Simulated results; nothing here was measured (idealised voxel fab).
The name of this process module is voxel gate over fins.
Square cells of 5 nm make up the cross-section cut, whose width is 165 nm.
A cross-section in this document is a grid of square cells, and it is written down as bands, the top band listed before the ones below it; a band is made up of one or more rows of cells.
Top height, bottom height, nm. Materials left to right, width each, nm. Single material + "full width" = fills band edge to edge. "blank" = empty.
Ref level 0: as-received wafer is one material below here. Bottom band extends down with no lower bound ("from 0 down").
So if you see something like "30->40" for the width, read it as the top row of the band sitting at the first number and the bottom row at the second, with every row in between moving by the same amount as the last.
Given "no modification" for a step, no cell of the cross-section differs between before and after that step.
Look at "Closed cavity list" for the closed voids: empty spaces with no open path to the top, sized 8 cells or up. Each is width x height at distance, distance from the left edge, all nm.
Text after the settings on a step's line: the simulator's own remark on that step.
"overlay nm" answers the question of how far to the right of plan the mask lay on a step that has a mask, and when it is negative the answer is to the left.

### Process steps - plan
1. RECEIVE: material Si
2. CONFORMAL_DEP: material SiN, thk nm 5
3. MASKED_ETCH: tone cover, mask id FINS, width nm 15, pitch nm 55, etch materials SiN, depth nm 5, overlay nm 0
4. MASKED_ETCH: tone cover, mask id FINS, width nm 15, pitch nm 55, etch materials Si, depth nm 40, overlay nm 0
5. OXIDIZE: depth nm 5
6. FILL_DEP: material SiO2, thk nm 15
7. CMP: height nm 5
8. PATTERN: tone open, mask id RAIL, material resist, width nm 15, thk nm 15, overlay nm 0
9. DIRECTIONAL_ETCH: etch materials SiO2, depth nm 40
10. STRIP: etch materials resist
11. CONFORMAL_DEP: material TiN, thk nm 5
12. FILL_DEP: material W, thk nm 5
13. CMP: height nm 5
14. SELECTIVE_ETCH: etch materials W Ru TiN, depth nm 25
15. FILL_DEP: material SiO2, thk nm 5
16. CMP: height nm 5
17. SELECTIVE_ETCH: etch materials SiO2, depth nm 15
18. STRIP: etch materials SiN
19. CONFORMAL_DEP: material HfO2, thk nm 5
20. CONFORMAL_DEP: material TiN, thk nm 5
21. CONFORMAL_DEP: material TiAl, thk nm 5
22. CONFORMAL_DEP: material TiN, thk nm 5
23. FILL_DEP: material W, thk nm 15
24. CMP: height nm 30
25. CONFORMAL_DEP: material SiN, thk nm 5
The value of width nm given for step 8 in the plan refers to the first wafer; the wafers vary in this setting and are alike at the start.

### first wafer as received, after step 1
- from 0 down: Si full width
- Closed cavity list: none

### End of module: cross-section of the first of several wafers after step 25, the last step
- from 35 to 30: SiN full width
- from 30 to 20: W full width
- from 20 to 15: W: 30 / TiN: 45 / W: 10 / TiN: 45 / W: 35
- from 15 to 10: W: 30 / TiN: 5 / TiAl: 35 / TiN: 5 / W: 10 / TiN: 5 / TiAl: 35 / TiN: 5 / W: 35
- from 10 to 5: TiN: 35 / TiAl: 5 / TiN: 25 / TiAl: 5 / TiN: 20 / TiAl: 5 / TiN: 25 / TiAl: 5 / TiN: 40
- from 5 to 0: TiAl: 40 / TiN: 5 / HfO2: 15 / TiN: 5 / TiAl: 30 / TiN: 5 / HfO2: 15 / TiN: 5 / TiAl: 45
- from 0 to -5: TiN: 45 / HfO2: 5 / Si: 5 / HfO2: 5 / TiN: 40 / HfO2: 5 / Si: 5 / HfO2: 5 / TiN: 50
- from -5 to -10: HfO2: 50 / Si: 5 / HfO2: 50 / Si: 5 / HfO2: 55
- from -10 to -20: SiO2: 50 / Si: 5 / SiO2: 50 / Si: 5 / SiO2: 55
- from -20 to -30: SiO2: 50 / Si: 5 / SiO2: 15 / TiN: 5 / W: 5 / TiN: 5 / SiO2: 20 / Si: 5 / SiO2: 55
- from -30 to -35: SiO2: 50 / Si: 5 / SiO2: 15 / TiN: 15 / SiO2: 20 / Si: 5 / SiO2: 55
- from -35 to -45: SiO2: 50 / Si: 5 / SiO2: 50 / Si: 5 / SiO2: 55
- from -45 down: Si full width
- Closed cavity list: none

### last wafer at the end
- from 35 to 30: SiN full width
- from 30 to 20: W full width
- from 20 to 15: W: 30 / TiN: 45 / W: 10 / TiN: 45 / W: 35
- from 15 to 10: W: 30 / TiN: 5 / TiAl: 35 / TiN: 5 / W: 10 / TiN: 5 / TiAl: 35 / TiN: 5 / W: 35
- from 10 to 5: TiN: 35 / TiAl: 5 / TiN: 25 / TiAl: 5 / TiN: 20 / TiAl: 5 / TiN: 25 / TiAl: 5 / TiN: 40
- from 5 to 0: TiAl: 40 / TiN: 5 / HfO2: 15 / TiN: 5 / TiAl: 30 / TiN: 5 / HfO2: 15 / TiN: 5 / TiAl: 45
- from 0 to -5: TiN: 45 / HfO2: 5 / Si: 5 / HfO2: 5 / TiN: 40 / HfO2: 5 / Si: 5 / HfO2: 5 / TiN: 50
- from -5 to -10: HfO2: 50 / Si: 5 / HfO2: 50 / Si: 5 / HfO2: 55
- from -10 to -20: SiO2: 50 / Si: 5 / SiO2: 50 / Si: 5 / SiO2: 55
- from -20 to -30: SiO2: 50 / Si: 5 / SiO2: 10 / TiN: 5 / W: 20 / TiN: 5 / SiO2: 10 / Si: 5 / SiO2: 55
- from -30 to -35: SiO2: 50 / Si: 5 / SiO2: 10 / TiN: 30 / SiO2: 10 / Si: 5 / SiO2: 55
- from -35 to -45: SiO2: 50 / Si: 5 / SiO2: 50 / Si: 5 / SiO2: 55
- from -45 down: Si full width
- Closed cavity list: none

### Gained (+) or lost (-) cells of each material since receipt, then closed voids: one row per wafer, at the end of the module
width nm 15; +41 HfO2; -279 Si; +33 SiN; +208 SiO2; +41 TiAl; +89 TiN; +98 W; Closed cavity list: none
width nm 20; +41 HfO2; -279 Si; +33 SiN; +205 SiO2; +41 TiAl; +90 TiN; +100 W; Closed cavity list: none
width nm 25; +41 HfO2; -279 Si; +33 SiN; +202 SiO2; +41 TiAl; +91 TiN; +102 W; Closed cavity list: none
width nm 30; +41 HfO2; -279 Si; +33 SiN; +199 SiO2; +41 TiAl; +92 TiN; +104 W; Closed cavity list: none
